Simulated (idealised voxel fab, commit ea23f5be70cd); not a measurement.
Herein follows the process module entitled voxel transistor to metal.
For reference, the cross-section in this document is cut, with width 295 nm and square cells of 5 nm.
Cross-section, as written here: a square-cell grid given band by band from the top down, where a band holds one or more rows of cells.
Basically the band line says how high the top is and how high the bottom is, in nm, and then what's in it from left to right, every material with its width in nm. Empty space shows up as "empty", and if a single material carries "edge to edge" it runs the full band edge to edge.
We count height from 0. Below that, the starting wafer is all one material. The lowest band never ends at the bottom but goes on down; see "top 0, no bottom" for how that is written.
Per-row width for "30 to 40": begins at first number (top row of band), ends at second number (bottom row), increment between rows held constant.
Reading "same as before" for a step: not a cell of the cross-section changed in it.
Under "Enclosed internal cavities" you'll find the enclosed gaps, the ones with no way out to the top, that are 8 cells or bigger; each reads width x height at distance, with distance counted from the left edge, everything in nm.
after a step's settings: what the simulator itself notes on the step
"overlay nm" on a masked step: distance the mask lay right of its planned place, negative for left.

The following list gives the planned process steps:
step 1: RECEIVE: material Si
step 2: CONFORMAL_DEP: material SiO2, thk nm 5
step 3: CONFORMAL_DEP: material SiN, thk nm 15
step 4: PATTERN: tone cover, mask id ACTIVE, material resist, width nm 105, pitch nm 135, thk nm 15, overlay nm -10
step 5: DIRECTIONAL_ETCH: etch materials SiN, depth nm 15
step 6: DIRECTIONAL_ETCH: etch materials SiO2, depth nm 5
step 7: DIRECTIONAL_ETCH: etch materials Si, depth nm 30
step 8: STRIP: etch materials resist
step 9: OXIDIZE: depth nm 5
step 10: FILL_DEP: material SiO2, thk nm 10
step 11: CMP: height nm 20
step 12: SELECTIVE_ETCH: etch materials SiO2, depth nm 15
step 13: STRIP: etch materials SiN
step 14: SELECTIVE_ETCH: etch materials SiO2, depth nm 5
step 15: OXIDIZE: depth nm 5
step 16: DIRECTIONAL_DEP: material polySi, thk nm 25
step 17: DIRECTIONAL_DEP: material SiCN, thk nm 10
step 18: MASKED_ETCH: tone cover, mask id GATE, width nm 25, pitch nm 135, etch materials SiCN, depth nm 20, overlay nm 0
step 19: MASKED_ETCH: tone cover, mask id GATE, width nm 25, pitch nm 135, etch materials polySi, depth nm 35, overlay nm 0
step 20: CONFORMAL_DEP: material SiO2, thk nm 5
step 21: DIRECTIONAL_ETCH: etch materials SiO2, depth nm 5
step 22: CONFORMAL_DEP: material SiN, thk nm 10
step 23: DIRECTIONAL_ETCH: etch materials SiN, depth nm 10
step 24: DIRECTIONAL_ETCH: etch materials SiO2, depth nm 5
step 25: DIRECTIONAL_ETCH: etch materials Si, depth nm 15
step 26: EPI: material nSi, thk nm 15
step 27: FILL_DEP: material SiO2, thk nm 10
step 28: CMP: height nm 35
step 29: DIRECTIONAL_DEP: material SiO2, thk nm 15
step 30: DIRECTIONAL_DEP: material aC, thk nm 15
step 31: PATTERN: tone open, mask id CONTACT, material resist, width nm 30, thk nm 30, overlay nm 0
step 32: DIRECTIONAL_ETCH: etch materials aC, depth nm 15
step 33: STRIP: etch materials resist
step 34: DIRECTIONAL_ETCH: etch materials SiO2, depth nm 55
step 35: STRIP: etch materials aC
step 36: CONFORMAL_DEP: material TiN, thk nm 5
step 37: FILL_DEP: material W, thk nm 5
step 38: CMP: height nm 50
step 39: DIRECTIONAL_DEP: material TiN, thk nm 5
step 40: DIRECTIONAL_DEP: material Ru, thk nm 20
step 41: PATTERN: tone cover, mask id METAL_1, material resist, width nm 20, thk nm 20, overlay nm 0
step 42: DIRECTIONAL_ETCH: etch materials Ru, depth nm 20
step 43: DIRECTIONAL_ETCH: etch materials TiN, depth nm 5
step 44: STRIP: etch materials resist
step 45: CONFORMAL_DEP: material SiN, thk nm 5
step 46: FILL_DEP: material lowk, thk nm 5
step 47: CMP: height nm 75
step 48: CONFORMAL_DEP: material SiCN, thk nm 5
step 49: DIRECTIONAL_DEP: material lowk, thk nm 25
step 50: DIRECTIONAL_DEP: material aC, thk nm 15
step 51: PATTERN: tone open, mask id METAL_2, material resist, width nm 20, pitch nm 135, thk nm 35, overlay nm 0
step 52: DIRECTIONAL_ETCH: etch materials aC, depth nm 15
step 53: STRIP: etch materials resist
step 54: DIRECTIONAL_ETCH: etch materials lowk, depth nm 15
step 55: STRIP: etch materials aC
step 56: DIRECTIONAL_DEP: material aC, thk nm 10
step 57: PATTERN: tone open, mask id METAL_2_HOLES, material resist, width nm 15, pitch nm 135, thk nm 25, overlay nm 0
step 58: DIRECTIONAL_ETCH: etch materials aC, depth nm 10
step 59: STRIP: etch materials resist
step 60: DIRECTIONAL_ETCH: etch materials lowk, depth nm 10
step 61: DIRECTIONAL_ETCH: etch materials SiCN, depth nm 5
step 62: STRIP: etch materials aC
step 63: CONFORMAL_DEP: material TiN, thk nm 5
step 64: FILL_DEP: material Cu, thk nm 5
step 65: CMP: height nm 105
step 66: CONFORMAL_DEP: material SiCN, thk nm 5
Wafers differ in overlay nm at step 4; plan lists the first wafer's value; identical starting state.

The first of several wafers as received, shown in cross-section; this is its state after step 1:
> top 0, no bottom = Si edge to edge
> Enclosed internal cavities: none

What follows is a table in which each wafer occupies a row; for the wafer as it stands at the close of the module, the row states, material by material, how many cells have been gained (+) or lost (-) since receipt, and then gives its closed voids:
overlay nm -10; +14 Cu; +64 Ru; -233 Si; +132 SiCN; +131 SiN; +449 SiO2; +136 TiN; +72 W; +399 lowk; +84 nSi; +50 polySi; Enclosed internal cavities: none
overlay nm -5; +14 Cu; +64 Ru; -233 Si; +132 SiCN; +131 SiN; +449 SiO2; +136 TiN; +72 W; +399 lowk; +84 nSi; +50 polySi; Enclosed internal cavities: none
overlay nm 0; +14 Cu; +64 Ru; -233 Si; +132 SiCN; +131 SiN; +449 SiO2; +136 TiN; +72 W; +399 lowk; +84 nSi; +50 polySi; Enclosed internal cavities: none
overlay nm 5; +14 Cu; +64 Ru; -233 Si; +132 SiCN; +131 SiN; +449 SiO2; +136 TiN; +72 W; +399 lowk; +84 nSi; +50 polySi; Enclosed internal cavities: none
overlay nm 10; +14 Cu; +64 Ru; -233 Si; +132 SiCN; +131 SiN; +449 SiO2; +136 TiN; +72 W; +399 lowk; +84 nSi; +50 polySi; Enclosed internal cavities: none
overlay nm 15; +14 Cu; +64 Ru; -233 Si; +132 SiCN; +131 SiN; +449 SiO2; +136 TiN; +72 W; +399 lowk; +84 nSi; +50 polySi; Enclosed internal cavities: none
